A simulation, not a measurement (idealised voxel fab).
voxel lift off: a process module
Each square cell in cross-section cut measures 5 nm, and the section as a whole is 140 nm wide.
Cross-sections here: square-cell grids, written as top-down lists of bands, a band being one or more rows of cells. It is stipulated that each band's entry specify, in nanometres, the height of the top of the band and then that of its bottom, followed by the materials of the band in left-to-right sequence, each together with its width in nanometres. A single material marked by the word "throughout" is understood to fill the band from edge to edge; the word "air" is understood to denote empty space. A quick word on heights: they are counted from 0, and under that level the wafer as it came to us is one material throughout. The lowest band is different from the rest in having no bottom; it simply continues downward, written as in "0 nm and below". The expression "30 to 40" gives the width at the extremes of the band, the first number at its top row of cells and the second at its bottom row, with the width changing by equal amounts from each row to the next in between. Where the words "identical to before" appear for a step, the cross-section shows no cell changed by that step; every cell remained as before. So "Closed empty spaces" is basically the list of trapped voids: any empty space of 8 cells or more that can't reach the top through an opening. They're written width x height at distance, the distance being from the left edge, and it's all nm. On each step's line, the part that comes after the settings is the simulator's own comment on the step. When a step includes a mask, the "overlay nm" setting on its line states how far to the right of its planned place that mask lay, and negative values state how far to the left.
**List of planned process steps**
1 RECEIVE [material Si]
2 CONFORMAL_DEP [material Al2O3] [thk nm 10]
3 PATTERN [tone open] [mask id LINES] [material resist] [width nm 20] [pitch nm 35] [thk nm 25] [overlay nm 0]
4 DIRECTIONAL_DEP [material Ru] [thk nm 10]
5 STRIP [etch materials resist]
6 CONFORMAL_DEP [material SiCN] [thk nm 10]
**Delivered wafer in cross-section: state after step 1**
* 0 nm and below | Si throughout
* Closed empty spaces: none
**Cross-section taken at module completion on the first of two wafers; processed per the plan**
* 30 nm to 20 nm | air: 30; SiCN: 75; air: 35
* 20 nm to 10 nm | SiCN: 40; Ru: 20; SiCN: 15; Ru: 20; SiCN: 45
* 10 nm to 0 nm | Al2O3 throughout
* 0 nm and below | Si throughout
* Closed empty spaces: none
**Cross-section at end of module for the second wafer of two, which matched the first in starting point and plan and differed by one mistake in its processing**
* 30 nm to 20 nm | SiCN throughout
* 20 nm to 10 nm | Ru: 40; SiCN: 20; Ru: 15; SiCN: 20; Ru: 45
* 10 nm to 0 nm | Al2O3 throughout
* 0 nm and below | Si throughout
* Closed empty spaces: none
Want to know what went wrong? for step 3, the planned setting was not used; the step was instead run as PATTERN [tone cover] [mask id LINES] [material resist] [width nm 20] [pitch nm 35] [thk nm 25] [overlay nm 0]
Looking at both finished wafers in cells, the second ends up ahead of or behind the first on some materials: 24 more of Ru; 2 more of SiCN
